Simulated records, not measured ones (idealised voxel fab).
A process module follows: voxel capacitor over wiring.
The width of the displayed cross-section, cut, is 150 nm; its cells are square, with a size of 5 nm.
A cross-section in this document is a grid of square cells, and it is written down as bands, the top band listed before the ones below it; a band is made up of one or more rows of cells.
Top, bottom (nm), then materials left to right with widths (nm); lone material tagged "full width" fills the whole band edge to edge; "empty" = empty space.
Measure heights from 0. That's the level where, below it, the as-received wafer is all one material. The lowest band is bottomless and extends downward; write it as in "from 0 down".
Graded width ("30->40"): value in top row of band = first number; value in bottom row = second number; row-to-row change constant.
You'll sometimes find "changes: none" written for a step, and that's the way of saying that nowhere in the cross-section did a cell change during that step.
So "Closed void list" is basically the list of trapped voids: any empty space of 8 cells or more that can't reach the top through an opening. They're written width x height at distance, the distance being from the left edge, and it's all nm.
On each step's line, the part that comes after the settings is the simulator's own comment on the step.
"overlay nm" on a masked step: distance the mask lay right of its planned place, negative for left.
## Planned step list for the process
1 RECEIVE with material Si
2 CONFORMAL_DEP with material SiO2, thk nm 10
3 DIRECTIONAL_DEP with material TiN, thk nm 5
4 DIRECTIONAL_DEP with material W, thk nm 15
5 MASKED_ETCH with tone cover, mask id METAL_1, width nm 30, pitch nm 90, etch materials W, depth nm 15, overlay nm 0
6 MASKED_ETCH with tone cover, mask id METAL_1, width nm 30, pitch nm 90, etch materials TiN, depth nm 5, overlay nm 0
7 CONFORMAL_DEP with material SiN, thk nm 5
8 FILL_DEP with material SiO2, thk nm 5
9 CMP with height nm 30
10 CONFORMAL_DEP with material SiCN, thk nm 5
11 DIRECTIONAL_DEP with material SiO2, thk nm 10
12 MASKED_ETCH with tone open, mask id PLUG_1, width nm 15, etch materials SiO2, depth nm 10, overlay nm 0
13 MASKED_ETCH with tone open, mask id PLUG_1, width nm 15, etch materials SiCN, depth nm 5, overlay nm 0
14 EPI with material Ru, thk nm 10
15 EPI with material Ru, thk nm 5
16 DIRECTIONAL_DEP with material TiN, thk nm 5
17 DIRECTIONAL_DEP with material Al2O3, thk nm 5
18 DIRECTIONAL_DEP with material TiN, thk nm 10
19 DIRECTIONAL_DEP with material aC, thk nm 10
20 PATTERN with tone cover, mask id UPPER_PLATE, material resist, width nm 65, thk nm 30, overlay nm 0
21 DIRECTIONAL_ETCH with etch materials aC, depth nm 10
22 STRIP with etch materials resist
23 DIRECTIONAL_ETCH with etch materials TiN, depth nm 10
24 DIRECTIONAL_ETCH with etch materials Al2O3, depth nm 5
25 STRIP with etch materials aC
26 DIRECTIONAL_DEP with material aC, thk nm 10
27 PATTERN with tone cover, mask id LOWER_PLATE, material resist, width nm 75, thk nm 30, overlay nm 0
28 DIRECTIONAL_ETCH with etch materials aC, depth nm 10
29 STRIP with etch materials resist
30 DIRECTIONAL_ETCH with etch materials TiN, depth nm 5
31 STRIP with etch materials aC
32 FILL_DEP with material SiO2, thk nm 20
33 CMP with height nm 80
34 MASKED_ETCH with tone open, mask id PLUG_2, width nm 15, etch materials SiO2, depth nm 15, overlay nm 0
35 CONFORMAL_DEP with material TiN, thk nm 5
36 FILL_DEP with material W, thk nm 5
37 CMP with height nm 80
38 CONFORMAL_DEP with material SiN, thk nm 5
## Incoming wafer in cross-section (state: after step 1)
	from 0 down: Si full width
	Closed void list: none
## First wafer of two, sectioned at end of module; run went per plan
	from 85 to 80: SiN full width
	from 80 to 70: 40 SiO2 / 5 TiN / 5 W / 5 TiN / 95 SiO2
	from 70 to 65: 40 SiO2 / 15 TiN / 95 SiO2
	from 65 to 55: 30 SiO2 / 65 TiN / 55 SiO2
	from 55 to 50: 30 SiO2 / 65 Al2O3 / 55 SiO2
	from 50 to 45: 25 SiO2 / 75 TiN / 50 SiO2
	from 45 to 35: 30 SiO2 / 15 Ru / 105 SiO2
	from 35 to 30: 30 SiCN / 15 Ru / 105 SiCN
	from 30 to 15: 10 SiO2 / 5 SiN / 30 W / 5 SiN / 50 SiO2 / 5 SiN / 30 W / 5 SiN / 10 SiO2
	from 15 to 10: 15 SiN / 30 TiN / 60 SiN / 30 TiN / 15 SiN
	from 10 to 0: SiO2 full width
	from 0 down: Si full width
	Closed void list: none
## End of module, second wafer, cross-section. Started like the first, planned like the first, run with one mistake
	from 85 to 80: SiN full width
	from 80 to 70: 40 SiO2 / 5 TiN / 5 W / 5 TiN / 95 SiO2
	from 70 to 65: 40 SiO2 / 15 TiN / 95 SiO2
	from 65 to 55: 35 SiO2 / 60 TiN / 55 SiO2
	from 55 to 50: 35 SiO2 / 60 Al2O3 / 55 SiO2
	from 50 to 45: 25 SiO2 / 75 TiN / 50 SiO2
	from 45 to 35: 30 SiO2 / 15 Ru / 105 SiO2
	from 35 to 30: 30 SiCN / 15 Ru / 105 SiCN
	from 30 to 15: 10 SiO2 / 5 SiN / 30 W / 5 SiN / 50 SiO2 / 5 SiN / 30 W / 5 SiN / 10 SiO2
	from 15 to 10: 15 SiN / 30 TiN / 60 SiN / 30 TiN / 15 SiN
	from 10 to 0: SiO2 full width
	from 0 down: Si full width
	Closed void list: none
Plan not followed: step 20 off recipe, ran as PATTERN with tone cover, mask id UPPER_PLATE, material resist, width nm 60, thk nm 30, overlay nm 0
End check, counted in cells, second wafer has more or fewer of these materials than the first: 1 fewer of Al2O3, 3 more of SiO2, 2 fewer of TiN
